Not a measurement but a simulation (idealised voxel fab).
Documented hereafter: the process module known as voxel capacitor over wiring.
Cross-sectional view cut (width: 195 nm; square cell size: 5 nm).
How to read a cross-section here: the picture is a grid of square cells, written as bands going from the top down, and any band can span one or more rows of cells. Band entry format. Leading values: height of top, height of bottom, nm. Remainder: materials in left-to-right order, each with its width in nm. Special words: "full width" on a single material, which then fills the band edge to edge; "empty", empty space. Heights from 0 (as-received wafer is one material below). Bottom band endless downward, as "z 0 and below". The notation "30 to 40" denotes a width that varies across the rows of cells in the band, beginning at the first number in the top row, finishing at the second number in the bottom row, and changing by an identical amount from each row to the next. When a step is marked "remained unchanged", none of the cells in the cross-section changed during that step. "Closed void table" contains a list of empty spaces, each no smaller than 8 cells and without an open way to the top, written in the form width x height at distance with the distance from the left edge and all three in nm. It should be noted that, on the line of a given step, the content following the step's settings is a remark produced by the simulator itself with respect to that step. If you see "overlay nm" on a step's line and that step has a mask, it's telling you how far right of where it was planned the mask ended up; a negative number means it went left instead.

Process steps foreseen in the plan
1 RECEIVE [material Si]
2 CONFORMAL_DEP [material SiO2] [thk nm 10]
3 DIRECTIONAL_DEP [material TiN] [thk nm 5]
4 DIRECTIONAL_DEP [material W] [thk nm 25]
5 DIRECTIONAL_DEP [material aC] [thk nm 15]
6 PATTERN [tone cover] [mask id METAL_1] [material resist] [width nm 30] [pitch nm 85] [thk nm 30] [overlay nm 0]
7 DIRECTIONAL_ETCH [etch materials aC] [depth nm 15]
8 STRIP [etch materials resist]
9 DIRECTIONAL_ETCH [etch materials W] [depth nm 25]
10 DIRECTIONAL_ETCH [etch materials TiN] [depth nm 5]
11 STRIP [etch materials aC]
12 FILL_DEP [material lowk] [thk nm 10]
13 CMP [height nm 40]
14 CONFORMAL_DEP [material SiCN] [thk nm 5]
15 DIRECTIONAL_DEP [material lowk] [thk nm 15]
16 MASKED_ETCH [tone open] [mask id PLUG_1] [width nm 15] [etch materials lowk] [depth nm 15] [overlay nm 0]
17 MASKED_ETCH [tone open] [mask id PLUG_1] [width nm 15] [etch materials SiCN] [depth nm 5] [overlay nm 0]
18 EPI [material Ru] [thk nm 10]
19 EPI [material Ru] [thk nm 10]
20 DIRECTIONAL_DEP [material TiN] [thk nm 10]
21 DIRECTIONAL_DEP [material Al2O3] [thk nm 5]
22 DIRECTIONAL_DEP [material TiN] [thk nm 10]
23 MASKED_ETCH [tone cover] [mask id UPPER_PLATE] [width nm 60] [etch materials TiN] [depth nm 10] [overlay nm 0]
24 MASKED_ETCH [tone cover] [mask id UPPER_PLATE] [width nm 60] [etch materials Al2O3] [depth nm 5] [overlay nm 0]
25 DIRECTIONAL_DEP [material aC] [thk nm 15]
26 PATTERN [tone cover] [mask id LOWER_PLATE] [material resist] [width nm 70] [thk nm 30] [overlay nm 0]
27 DIRECTIONAL_ETCH [etch materials aC] [depth nm 15]
28 STRIP [etch materials resist]
29 DIRECTIONAL_ETCH [etch materials TiN] [depth nm 10]
30 STRIP [etch materials aC]
31 FILL_DEP [material SiO2] [thk nm 20]
32 CMP [height nm 100]
33 PATTERN [tone open] [mask id PLUG_2] [material resist] [width nm 15] [thk nm 15] [overlay nm 0]
34 DIRECTIONAL_ETCH [etch materials SiO2] [depth nm 15]
35 STRIP [etch materials resist]
36 CONFORMAL_DEP [material TiN] [thk nm 5]
37 FILL_DEP [material W] [thk nm 5]
38 CMP [height nm 100]
39 CONFORMAL_DEP [material SiCN] [thk nm 5]

Delivered wafer in cross-section: state after step 1
* z 0 and below = Si full width
* Closed void table: none

Wafer at module end, in section. Began as above, planned as above, run with one mistake
* z 105 to 100 = SiCN full width
* z 100 to 90 = SiO2=65, TiN=5, W=5, TiN=5, SiO2=115
* z 90 to 85 = SiO2=65, TiN=15, SiO2=115
* z 85 to 75 = SiO2=55, TiN=60, SiO2=80
* z 75 to 70 = Ru full width
* z 70 to 60 = TiN full width
* z 60 to 45 = lowk=55, Ru=15, lowk=125
* z 45 to 40 = SiCN=55, Ru=15, SiCN=125
* z 40 to 15 = lowk=40, W=30, lowk=55, W=30, lowk=40
* z 15 to 10 = lowk=40, TiN=30, lowk=55, TiN=30, lowk=40
* z 10 to 0 = SiO2 full width
* z 0 and below = Si full width
* Closed void table: none
Run error: step 21 off recipe, ran as DIRECTIONAL_DEP [material Ru] [thk nm 5]
